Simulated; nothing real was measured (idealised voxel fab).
You're looking at the process module voxel wiring stack.
FYI the section here is cut, 265 nm wide, cells are 5 nm squares.
Reading order for cross-sections: top band down to bottom band. Underlying form: a grid of square cells. Band size: one or more rows of cells.
Band: top height; bottom height; in nm. Then, left to right: material with width in nm, for each material. "throughout": a single material spanning edge to edge. "empty": empty space.
Height 0 is the level under which the wafer as received is all one material. The lowest band goes on downwards, as in "0 and below".
Width "30 to 40": first value at the band's top row of cells, second value at its bottom row, equal change from row to row.
What does "no modification" mean for a step? It means no cell of the cross-section changed in that step.
Reported under the label "Closed void table" are the empty spaces having no open way to the top and comprising 8 cells or more; the notation for each is width x height at distance, in which the distance is measured from the left edge and all three values are in nm.
Text after the settings on a step's line: the simulator's own remark on that step.
The optional step-line setting "overlay nm" applies to steps with a mask and quantifies how far to the right of its planned location the mask lay, a negative value indicating leftward placement.
Set out below are the planned steps of the process:
1 RECEIVE with material Si
2 CONFORMAL_DEP with material SiO2, thk nm 10
3 DIRECTIONAL_DEP with material TiN, thk nm 5
4 DIRECTIONAL_DEP with material W, thk nm 25
5 PATTERN with tone cover, mask id METAL_1, material resist, width nm 30, pitch nm 55, thk nm 15, overlay nm 0
6 DIRECTIONAL_ETCH with etch materials W, depth nm 25
7 DIRECTIONAL_ETCH with etch materials TiN, depth nm 5
8 STRIP with etch materials resist
9 FILL_DEP with material SiO2, thk nm 10
10 CMP with height nm 40
11 CONFORMAL_DEP with material SiCN, thk nm 5
12 DIRECTIONAL_DEP with material SiO2, thk nm 30
13 PATTERN with tone open, mask id METAL_2_HOLES, material resist, width nm 15, pitch nm 55, thk nm 20, overlay nm 0
14 DIRECTIONAL_ETCH with etch materials SiO2, depth nm 30
15 STRIP with etch materials resist
16 DIRECTIONAL_DEP with material aC, thk nm 15
17 PATTERN with tone open, mask id METAL_2, material resist, width nm 30, pitch nm 55, thk nm 35, overlay nm 0
18 DIRECTIONAL_ETCH with etch materials aC, depth nm 15
19 STRIP with etch materials resist
20 DIRECTIONAL_ETCH with etch materials SiO2, depth nm 20
21 DIRECTIONAL_ETCH with etch materials SiCN, depth nm 5
22 STRIP with etch materials aC
23 CONFORMAL_DEP with material TiN, thk nm 5
24 FILL_DEP with material Ru, thk nm 5
25 CMP with height nm 75
26 CONFORMAL_DEP with material SiCN, thk nm 5
27 DIRECTIONAL_DEP with material lowk, thk nm 10
28 MASKED_ETCH with tone open, mask id PLUG_2, width nm 15, pitch nm 110, etch materials lowk, depth nm 10, overlay nm 0
29 MASKED_ETCH with tone open, mask id PLUG_2, width nm 15, pitch nm 110, etch materials SiCN, depth nm 5, overlay nm 0
30 CONFORMAL_DEP with material TiN, thk nm 5
31 FILL_DEP with material Cu, thk nm 10
32 CMP with height nm 90
33 DIRECTIONAL_DEP with material TiN, thk nm 5
34 DIRECTIONAL_DEP with material Ru, thk nm 25
35 MASKED_ETCH with tone cover, mask id METAL_3, width nm 30, pitch nm 55, etch materials Ru, depth nm 25, overlay nm 0
36 MASKED_ETCH with tone cover, mask id METAL_3, width nm 30, pitch nm 55, etch materials TiN, depth nm 5, overlay nm 0
37 CONFORMAL_DEP with material SiN, thk nm 5
38 FILL_DEP with material lowk, thk nm 5
39 CMP with height nm 120
40 CONFORMAL_DEP with material SiN, thk nm 5
First of two wafers, with the run carried out as planned:
Cross-section of the incoming wafer, state after step 1:
    0 and below | Si throughout
    Closed void table: none
After step 2: wafer cross-section:
    10 down to 0 | SiO2 throughout
    Everything under 0 stays put, no change at all.
After step 3: wafer cross-section:
    15 down to 10 | TiN throughout
    Everything under 10 stays put, no change at all.
After step 4: wafer cross-section:
    40 down to 15 | W throughout
    Everything under 15 stays put, no change at all.
After step 5: wafer cross-section:
    55 down to 40 | empty 35  resist 30  empty 25  resist 30  empty 25  resist 30  empty 25  resist 30  empty 35
    Everything under 40 stays put, no change at all.
After step 6: wafer cross-section:
    55 down to 40 | empty 35  resist 30  empty 25  resist 30  empty 25  resist 30  empty 25  resist 30  empty 35
    40 down to 15 | empty 35  W 30  empty 25  W 30  empty 25  W 30  empty 25  W 30  empty 35
    Everything under 15 stays put, no change at all.
After step 7: wafer cross-section:
    55 down to 40 | empty 35  resist 30  empty 25  resist 30  empty 25  resist 30  empty 25  resist 30  empty 35
    40 down to 15 | empty 35  W 30  empty 25  W 30  empty 25  W 30  empty 25  W 30  empty 35
    15 down to 10 | empty 35  TiN 30  empty 25  TiN 30  empty 25  TiN 30  empty 25  TiN 30  empty 35
    Everything under 10 stays put, no change at all.
After step 8: wafer cross-section:
    40 down to 15 | empty 35  W 30  empty 25  W 30  empty 25  W 30  empty 25  W 30  empty 35
    Everything under 15 stays put, no change at all.
After step 9: wafer cross-section:
    50 down to 40 | SiO2 throughout
    40 down to 15 | SiO2 35  W 30  SiO2 25  W 30  SiO2 25  W 30  SiO2 25  W 30  SiO2 35
    15 down to 10 | SiO2 35  TiN 30  SiO2 25  TiN 30  SiO2 25  TiN 30  SiO2 25  TiN 30  SiO2 35
    Everything under 10 stays put, no change at all.
After step 10: wafer cross-section:
    40 down to 15 | SiO2 35  W 30  SiO2 25  W 30  SiO2 25  W 30  SiO2 25  W 30  SiO2 35
    Everything under 15 stays put, no change at all.
After step 11: wafer cross-section:
    45 down to 40 | SiCN throughout
    Everything under 40 stays put, no change at all.
After step 12: wafer cross-section:
    75 down to 45 | SiO2 throughout
    Everything under 45 stays put, no change at all.
After step 13: wafer cross-section:
    95 down to 75 | resist 35  empty 15  resist 40  empty 15  resist 40  empty 15  resist 40  empty 15  resist 50
    Everything under 75 stays put, no change at all.
After step 14: wafer cross-section:
    95 down to 75 | resist 35  empty 15  resist 40  empty 15  resist 40  empty 15  resist 40  empty 15  resist 50
    75 down to 45 | SiO2 35  empty 15  SiO2 40  empty 15  SiO2 40  empty 15  SiO2 40  empty 15  SiO2 50
    Everything under 45 stays put, no change at all.
After step 15: wafer cross-section:
    75 down to 45 | SiO2 35  empty 15  SiO2 40  empty 15  SiO2 40  empty 15  SiO2 40  empty 15  SiO2 50
    Everything under 45 stays put, no change at all.
After step 16: wafer cross-section:
    90 down to 75 | aC 35  empty 15  aC 40  empty 15  aC 40  empty 15  aC 40  empty 15  aC 50
    75 down to 60 | SiO2 35  empty 15  SiO2 40  empty 15  SiO2 40  empty 15  SiO2 40  empty 15  SiO2 50
    60 down to 45 | SiO2 35  aC 15  SiO2 40  aC 15  SiO2 40  aC 15  SiO2 40  aC 15  SiO2 50
    Everything under 45 stays put, no change at all.
After step 17: wafer cross-section:
    125 down to 90 | resist 35  empty 30  resist 25  empty 30  resist 25  empty 30  resist 25  empty 30  resist 35
    Everything under 90 stays put, no change at all.
After step 18: wafer cross-section:
    110 down to 90 | resist 35  empty 30  resist 25  empty 30  resist 25  empty 30  resist 25  empty 30  resist 35
    90 down to 75 | aC 35  empty 30  aC 25  empty 30  aC 25  empty 30  aC 25  empty 30  aC 35
    75 down to 45 | SiO2 35  empty 15  SiO2 40  empty 15  SiO2 40  empty 15  SiO2 40  empty 15  SiO2 50
    Everything under 45 stays put, no change at all.
After step 19: wafer cross-section:
    90 down to 75 | aC 35  empty 30  aC 25  empty 30  aC 25  empty 30  aC 25  empty 30  aC 35
    Everything under 75 stays put, no change at all.
After step 20: wafer cross-section:
    90 down to 75 | aC 35  empty 30  aC 25  empty 30  aC 25  empty 30  aC 25  empty 30  aC 35
    75 down to 55 | SiO2 35  empty 30  SiO2 25  empty 30  SiO2 25  empty 30  SiO2 25  empty 30  SiO2 35
    Everything under 55 stays put, no change at all.
After step 21: wafer cross-section:
    90 down to 75 | aC 35  empty 30  aC 25  empty 30  aC 25  empty 30  aC 25  empty 30  aC 35
    75 down to 55 | SiO2 35  empty 30  SiO2 25  empty 30  SiO2 25  empty 30  SiO2 25  empty 30  SiO2 35
    55 down to 45 | SiO2 35  empty 15  SiO2 40  empty 15  SiO2 40  empty 15  SiO2 40  empty 15  SiO2 50
    45 down to 40 | SiCN 35  empty 15  SiCN 40  empty 15  SiCN 40  empty 15  SiCN 40  empty 15  SiCN 50
    Everything under 40 stays put, no change at all.
After step 22: wafer cross-section:
    75 down to 55 | SiO2 35  empty 30  SiO2 25  empty 30  SiO2 25  empty 30  SiO2 25  empty 30  SiO2 35
    Everything under 55 stays put, no change at all.
After step 23: wafer cross-section:
    80 down to 75 | TiN 40  empty 20  TiN 35  empty 20  TiN 35  empty 20  TiN 35  empty 20  TiN 40
    75 down to 60 | SiO2 35  TiN 5  empty 20  TiN 5  SiO2 25  TiN 5  empty 20  TiN 5  SiO2 25  TiN 5  empty 20  TiN 5  SiO2 25  TiN 5  empty 20  TiN 5  SiO2 35
    60 down to 55 | SiO2 35  TiN 5  empty 5  TiN 20  SiO2 25  TiN 5  empty 5  TiN 20  SiO2 25  TiN 5  empty 5  TiN 20  SiO2 25  TiN 5  empty 5  TiN 20  SiO2 35
    55 down to 45 | SiO2 35  TiN 5  empty 5  TiN 5  SiO2 40  TiN 5  empty 5  TiN 5  SiO2 40  TiN 5  empty 5  TiN 5  SiO2 40  TiN 5  empty 5  TiN 5  SiO2 50
    45 down to 40 | SiCN 35  TiN 15  SiCN 40  TiN 15  SiCN 40  TiN 15  SiCN 40  TiN 15  SiCN 50
    Everything under 40 stays put, no change at all.
After step 24: wafer cross-section:
    85 down to 80 | Ru throughout
    80 down to 75 | TiN 40  Ru 20  TiN 35  Ru 20  TiN 35  Ru 20  TiN 35  Ru 20  TiN 40
    75 down to 60 | SiO2 35  TiN 5  Ru 20  TiN 5  SiO2 25  TiN 5  Ru 20  TiN 5  SiO2 25  TiN 5  Ru 20  TiN 5  SiO2 25  TiN 5  Ru 20  TiN 5  SiO2 35
    60 down to 55 | SiO2 35  TiN 5  Ru 5  TiN 20  SiO2 25  TiN 5  Ru 5  TiN 20  SiO2 25  TiN 5  Ru 5  TiN 20  SiO2 25  TiN 5  Ru 5  TiN 20  SiO2 35
    55 down to 45 | SiO2 35  TiN 5  Ru 5  TiN 5  SiO2 40  TiN 5  Ru 5  TiN 5  SiO2 40  TiN 5  Ru 5  TiN 5  SiO2 40  TiN 5  Ru 5  TiN 5  SiO2 50
    Everything under 45 stays put, no change at all.
After step 25: wafer cross-section:
    75 down to 60 | SiO2 35  TiN 5  Ru 20  TiN 5  SiO2 25  TiN 5  Ru 20  TiN 5  SiO2 25  TiN 5  Ru 20  TiN 5  SiO2 25  TiN 5  Ru 20  TiN 5  SiO2 35
    Everything under 60 stays put, no change at all.
After step 26: wafer cross-section:
    80 down to 75 | SiCN throughout
    Everything under 75 stays put, no change at all.
After step 27: wafer cross-section:
    90 down to 80 | lowk throughout
    Everything under 80 stays put, no change at all.
After step 28: wafer cross-section:
    90 down to 80 | lowk 35  empty 15  lowk 95  empty 15  lowk 105
    Everything under 80 stays put, no change at all.
After step 29: wafer cross-section:
    90 down to 80 | lowk 35  empty 15  lowk 95  empty 15  lowk 105
    80 down to 75 | SiCN 35  empty 15  SiCN 95  empty 15  SiCN 105
    Everything under 75 stays put, no change at all.
After step 30: wafer cross-section:
    95 down to 90 | TiN 40  empty 5  TiN 105  empty 5  TiN 110
    90 down to 80 | lowk 35  TiN 5  empty 5  TiN 5  lowk 95  TiN 5  empty 5  TiN 5  lowk 105
    80 down to 75 | SiCN 35  TiN 15  SiCN 95  TiN 15  SiCN 105
    Everything under 75 stays put, no change at all.
After step 31: wafer cross-section:
    105 down to 95 | Cu throughout
    95 down to 90 | TiN 40  Cu 5  TiN 105  Cu 5  TiN 110
    90 down to 80 | lowk 35  TiN 5  Cu 5  TiN 5  lowk 95  TiN 5  Cu 5  TiN 5  lowk 105
    Everything under 80 stays put, no change at all.
After step 32: wafer cross-section:
    90 down to 80 | lowk 35  TiN 5  Cu 5  TiN 5  lowk 95  TiN 5  Cu 5  TiN 5  lowk 105
    Everything under 80 stays put, no change at all.
After step 33: wafer cross-section:
    95 down to 90 | TiN throughout
    Everything under 90 stays put, no change at all.
After step 34: wafer cross-section:
    120 down to 95 | Ru throughout
    Everything under 95 stays put, no change at all.
After step 35: wafer cross-section:
    120 down to 95 | empty 35  Ru 30  empty 25  Ru 30  empty 25  Ru 30  empty 25  Ru 30  empty 35
    Everything under 95 stays put, no change at all.
After step 36: wafer cross-section:
    120 down to 95 | empty 35  Ru 30  empty 25  Ru 30  empty 25  Ru 30  empty 25  Ru 30  empty 35
    95 down to 90 | empty 35  TiN 30  empty 25  TiN 30  empty 25  TiN 30  empty 25  TiN 30  empty 35
    Everything under 90 stays put, no change at all.
After step 37: wafer cross-section:
    125 down to 120 | empty 30  SiN 40  empty 15  SiN 40  empty 15  SiN 40  empty 15  SiN 40  empty 30
    120 down to 95 | empty 30  SiN 5  Ru 30  SiN 5  empty 15  SiN 5  Ru 30  SiN 5  empty 15  SiN 5  Ru 30  SiN 5  empty 15  SiN 5  Ru 30  SiN 5  empty 30
    95 down to 90 | SiN 35  TiN 30  SiN 25  TiN 30  SiN 25  TiN 30  SiN 25  TiN 30  SiN 35
    Everything under 90 stays put, no change at all.
After step 38: wafer cross-section:
    130 down to 125 | lowk throughout
    125 down to 120 | lowk 30  SiN 40  lowk 15  SiN 40  lowk 15  SiN 40  lowk 15  SiN 40  lowk 30
    120 down to 95 | lowk 30  SiN 5  Ru 30  SiN 5  lowk 15  SiN 5  Ru 30  SiN 5  lowk 15  SiN 5  Ru 30  SiN 5  lowk 15  SiN 5  Ru 30  SiN 5  lowk 30
    Everything under 95 stays put, no change at all.
After step 39: wafer cross-section:
    120 down to 95 | lowk 30  SiN 5  Ru 30  SiN 5  lowk 15  SiN 5  Ru 30  SiN 5  lowk 15  SiN 5  Ru 30  SiN 5  lowk 15  SiN 5  Ru 30  SiN 5  lowk 30
    Everything under 95 stays put, no change at all.
After step 40: wafer cross-section:
    125 down to 120 | SiN throughout
    Everything under 120 stays put, no change at all.
Wafer two of the pair: same origin, same plan, one error during the run; identical to wafer one up to and including step 4:
Cross-section: second wafer, time at which step 5 was scheduled to end:
    55 down to 40 | empty 40  resist 30  empty 25  resist 30  empty 25  resist 30  empty 25  resist 30  empty 30
    Everything under 40 stays put, no change at all.
Cross-section: second wafer, time at which step 6 was scheduled to end:
    55 down to 40 | empty 40  resist 30  empty 25  resist 30  empty 25  resist 30  empty 25  resist 30  empty 30
    40 down to 15 | empty 40  W 30  empty 25  W 30  empty 25  W 30  empty 25  W 30  empty 30
    Everything under 15 stays put, no change at all.
Cross-section: second wafer, time at which step 7 was scheduled to end:
    55 down to 40 | empty 40  resist 30  empty 25  resist 30  empty 25  resist 30  empty 25  resist 30  empty 30
    40 down to 15 | empty 40  W 30  empty 25  W 30  empty 25  W 30  empty 25  W 30  empty 30
    15 down to 10 | empty 40  TiN 30  empty 25  TiN 30  empty 25  TiN 30  empty 25  TiN 30  empty 30
    Everything under 10 stays put, no change at all.
Cross-section: second wafer, time at which step 8 was scheduled to end:
    40 down to 15 | empty 40  W 30  empty 25  W 30  empty 25  W 30  empty 25  W 30  empty 30
    Everything under 15 stays put, no change at all.
Cross-section: second wafer, time at which step 9 was scheduled to end:
    50 down to 40 | SiO2 throughout
    40 down to 15 | SiO2 40  W 30  SiO2 25  W 30  SiO2 25  W 30  SiO2 25  W 30  SiO2 30
    15 down to 10 | SiO2 40  TiN 30  SiO2 25  TiN 30  SiO2 25  TiN 30  SiO2 25  TiN 30  SiO2 30
    Everything under 10 stays put, no change at all.
Cross-section: second wafer, time at which step 10 was scheduled to end:
    40 down to 15 | SiO2 40  W 30  SiO2 25  W 30  SiO2 25  W 30  SiO2 25  W 30  SiO2 30
    Everything under 15 stays put, no change at all.
Cross-section: second wafer, time at which step 11 was scheduled to end:
    45 down to 40 | SiCN throughout
    Everything under 40 stays put, no change at all.
Cross-section: second wafer, time at which step 12 was scheduled to end:
    75 down to 45 | SiO2 throughout
    Everything under 45 stays put, no change at all.
Cross-section: second wafer, time at which step 13 was scheduled to end:
    95 down to 75 | resist 35  empty 15  resist 40  empty 15  resist 40  empty 15  resist 40  empty 15  resist 50
    Everything under 75 stays put, no change at all.
Cross-section: second wafer, time at which step 14 was scheduled to end:
    95 down to 75 | resist 35  empty 15  resist 40  empty 15  resist 40  empty 15  resist 40  empty 15  resist 50
    75 down to 45 | SiO2 35  empty 15  SiO2 40  empty 15  SiO2 40  empty 15  SiO2 40  empty 15  SiO2 50
    Everything under 45 stays put, no change at all.
Cross-section: second wafer, time at which step 15 was scheduled to end:
    75 down to 45 | SiO2 35  empty 15  SiO2 40  empty 15  SiO2 40  empty 15  SiO2 40  empty 15  SiO2 50
    Everything under 45 stays put, no change at all.
Cross-section: second wafer, time at which step 16 was scheduled to end:
    90 down to 75 | aC 35  empty 15  aC 40  empty 15  aC 40  empty 15  aC 40  empty 15  aC 50
    75 down to 60 | SiO2 35  empty 15  SiO2 40  empty 15  SiO2 40  empty 15  SiO2 40  empty 15  SiO2 50
    60 down to 45 | SiO2 35  aC 15  SiO2 40  aC 15  SiO2 40  aC 15  SiO2 40  aC 15  SiO2 50
    Everything under 45 stays put, no change at all.
Cross-section: second wafer, time at which step 17 was scheduled to end:
    125 down to 90 | resist 35  empty 30  resist 25  empty 30  resist 25  empty 30  resist 25  empty 30  resist 35
    Everything under 90 stays put, no change at all.
Cross-section: second wafer, time at which step 18 was scheduled to end:
    110 down to 90 | resist 35  empty 30  resist 25  empty 30  resist 25  empty 30  resist 25  empty 30  resist 35
    90 down to 75 | aC 35  empty 30  aC 25  empty 30  aC 25  empty 30  aC 25  empty 30  aC 35
    75 down to 45 | SiO2 35  empty 15  SiO2 40  empty 15  SiO2 40  empty 15  SiO2 40  empty 15  SiO2 50
    Everything under 45 stays put, no change at all.
Cross-section: second wafer, time at which step 19 was scheduled to end:
    90 down to 75 | aC 35  empty 30  aC 25  empty 30  aC 25  empty 30  aC 25  empty 30  aC 35
    Everything under 75 stays put, no change at all.
Cross-section: second wafer, time at which step 20 was scheduled to end:
    90 down to 75 | aC 35  empty 30  aC 25  empty 30  aC 25  empty 30  aC 25  empty 30  aC 35
    75 down to 55 | SiO2 35  empty 30  SiO2 25  empty 30  SiO2 25  empty 30  SiO2 25  empty 30  SiO2 35
    Everything under 55 stays put, no change at all.
Cross-section: second wafer, time at which step 21 was scheduled to end:
    90 down to 75 | aC 35  empty 30  aC 25  empty 30  aC 25  empty 30  aC 25  empty 30  aC 35
    75 down to 55 | SiO2 35  empty 30  SiO2 25  empty 30  SiO2 25  empty 30  SiO2 25  empty 30  SiO2 35
    55 down to 45 | SiO2 35  empty 15  SiO2 40  empty 15  SiO2 40  empty 15  SiO2 40  empty 15  SiO2 50
    45 down to 40 | SiCN 35  empty 15  SiCN 40  empty 15  SiCN 40  empty 15  SiCN 40  empty 15  SiCN 50
    Everything under 40 stays put, no change at all.
Cross-section: second wafer, time at which step 22 was scheduled to end:
    75 down to 55 | SiO2 35  empty 30  SiO2 25  empty 30  SiO2 25  empty 30  SiO2 25  empty 30  SiO2 35
    Everything under 55 stays put, no change at all.
Cross-section: second wafer, time at which step 23 was scheduled to end:
    80 down to 75 | TiN 40  empty 20  TiN 35  empty 20  TiN 35  empty 20  TiN 35  empty 20  TiN 40
    75 down to 60 | SiO2 35  TiN 5  empty 20  TiN 5  SiO2 25  TiN 5  empty 20  TiN 5  SiO2 25  TiN 5  empty 20  TiN 5  SiO2 25  TiN 5  empty 20  TiN 5  SiO2 35
    60 down to 55 | SiO2 35  TiN 5  empty 5  TiN 20  SiO2 25  TiN 5  empty 5  TiN 20  SiO2 25  TiN 5  empty 5  TiN 20  SiO2 25  TiN 5  empty 5  TiN 20  SiO2 35
    55 down to 45 | SiO2 35  TiN 5  empty 5  TiN 5  SiO2 40  TiN 5  empty 5  TiN 5  SiO2 40  TiN 5  empty 5  TiN 5  SiO2 40  TiN 5  empty 5  TiN 5  SiO2 50
    45 down to 40 | SiCN 35  TiN 15  SiCN 40  TiN 15  SiCN 40  TiN 15  SiCN 40  TiN 15  SiCN 50
    Everything under 40 stays put, no change at all.
Cross-section: second wafer, time at which step 24 was scheduled to end:
    85 down to 80 | Ru throughout
    80 down to 75 | TiN 40  Ru 20  TiN 35  Ru 20  TiN 35  Ru 20  TiN 35  Ru 20  TiN 40
    75 down to 60 | SiO2 35  TiN 5  Ru 20  TiN 5  SiO2 25  TiN 5  Ru 20  TiN 5  SiO2 25  TiN 5  Ru 20  TiN 5  SiO2 25  TiN 5  Ru 20  TiN 5  SiO2 35
    60 down to 55 | SiO2 35  TiN 5  Ru 5  TiN 20  SiO2 25  TiN 5  Ru 5  TiN 20  SiO2 25  TiN 5  Ru 5  TiN 20  SiO2 25  TiN 5  Ru 5  TiN 20  SiO2 35
    55 down to 45 | SiO2 35  TiN 5  Ru 5  TiN 5  SiO2 40  TiN 5  Ru 5  TiN 5  SiO2 40  TiN 5  Ru 5  TiN 5  SiO2 40  TiN 5  Ru 5  TiN 5  SiO2 50
    Everything under 45 stays put, no change at all.
Cross-section: second wafer, time at which step 25 was scheduled to end:
    75 down to 60 | SiO2 35  TiN 5  Ru 20  TiN 5  SiO2 25  TiN 5  Ru 20  TiN 5  SiO2 25  TiN 5  Ru 20  TiN 5  SiO2 25  TiN 5  Ru 20  TiN 5  SiO2 35
    Everything under 60 stays put, no change at all.
Cross-section: second wafer, time at which step 26 was scheduled to end:
    80 down to 75 | SiCN throughout
    Everything under 75 stays put, no change at all.
Cross-section: second wafer, time at which step 27 was scheduled to end:
    90 down to 80 | lowk throughout
    Everything under 80 stays put, no change at all.
Cross-section: second wafer, time at which step 28 was scheduled to end:
    90 down to 80 | lowk 35  empty 15  lowk 95  empty 15  lowk 105
    Everything under 80 stays put, no change at all.
Cross-section: second wafer, time at which step 29 was scheduled to end:
    90 down to 80 | lowk 35  empty 15  lowk 95  empty 15  lowk 105
    80 down to 75 | SiCN 35  empty 15  SiCN 95  empty 15  SiCN 105
    Everything under 75 stays put, no change at all.
Cross-section: second wafer, time at which step 30 was scheduled to end:
    95 down to 90 | TiN 40  empty 5  TiN 105  empty 5  TiN 110
    90 down to 80 | lowk 35  TiN 5  empty 5  TiN 5  lowk 95  TiN 5  empty 5  TiN 5  lowk 105
    80 down to 75 | SiCN 35  TiN 15  SiCN 95  TiN 15  SiCN 105
    Everything under 75 stays put, no change at all.
Cross-section: second wafer, time at which step 31 was scheduled to end:
    105 down to 95 | Cu throughout
    95 down to 90 | TiN 40  Cu 5  TiN 105  Cu 5  TiN 110
    90 down to 80 | lowk 35  TiN 5  Cu 5  TiN 5  lowk 95  TiN 5  Cu 5  TiN 5  lowk 105
    Everything under 80 stays put, no change at all.
Cross-section: second wafer, time at which step 32 was scheduled to end:
    90 down to 80 | lowk 35  TiN 5  Cu 5  TiN 5  lowk 95  TiN 5  Cu 5  TiN 5  lowk 105
    Everything under 80 stays put, no change at all.
Cross-section: second wafer, time at which step 33 was scheduled to end:
    95 down to 90 | TiN throughout
    Everything under 90 stays put, no change at all.
Cross-section: second wafer, time at which step 34 was scheduled to end:
    120 down to 95 | Ru throughout
    Everything under 95 stays put, no change at all.
Cross-section: second wafer, time at which step 35 was scheduled to end:
    120 down to 95 | empty 35  Ru 30  empty 25  Ru 30  empty 25  Ru 30  empty 25  Ru 30  empty 35
    Everything under 95 stays put, no change at all.
Cross-section: second wafer, time at which step 36 was scheduled to end:
    120 down to 95 | empty 35  Ru 30  empty 25  Ru 30  empty 25  Ru 30  empty 25  Ru 30  empty 35
    95 down to 90 | empty 35  TiN 30  empty 25  TiN 30  empty 25  TiN 30  empty 25  TiN 30  empty 35
    Everything under 90 stays put, no change at all.
Cross-section: second wafer, time at which step 37 was scheduled to end:
    125 down to 120 | empty 30  SiN 40  empty 15  SiN 40  empty 15  SiN 40  empty 15  SiN 40  empty 30
    120 down to 95 | empty 30  SiN 5  Ru 30  SiN 5  empty 15  SiN 5  Ru 30  SiN 5  empty 15  SiN 5  Ru 30  SiN 5  empty 15  SiN 5  Ru 30  SiN 5  empty 30
    95 down to 90 | SiN 35  TiN 30  SiN 25  TiN 30  SiN 25  TiN 30  SiN 25  TiN 30  SiN 35
    Everything under 90 stays put, no change at all.
Cross-section: second wafer, time at which step 38 was scheduled to end:
    130 down to 125 | lowk throughout
    125 down to 120 | lowk 30  SiN 40  lowk 15  SiN 40  lowk 15  SiN 40  lowk 15  SiN 40  lowk 30
    120 down to 95 | lowk 30  SiN 5  Ru 30  SiN 5  lowk 15  SiN 5  Ru 30  SiN 5  lowk 15  SiN 5  Ru 30  SiN 5  lowk 15  SiN 5  Ru 30  SiN 5  lowk 30
    Everything under 95 stays put, no change at all.
Cross-section: second wafer, time at which step 39 was scheduled to end:
    120 down to 95 | lowk 30  SiN 5  Ru 30  SiN 5  lowk 15  SiN 5  Ru 30  SiN 5  lowk 15  SiN 5  Ru 30  SiN 5  lowk 15  SiN 5  Ru 30  SiN 5  lowk 30
    Everything under 95 stays put, no change at all.
Cross-section: second wafer, time at which step 40 was scheduled to end:
    125 down to 120 | SiN throughout
    Everything under 120 stays put, no change at all.
Heads up, the wafer didn't run the way we planned it: step 5 deviated from plan and actually ran as PATTERN with tone cover, mask id METAL_1, material resist, width nm 30, pitch nm 55, thk nm 15, overlay nm 5
Same inventory, different map: at the end, the second wafer holds as many cells of each material as the first, placed elsewhere.
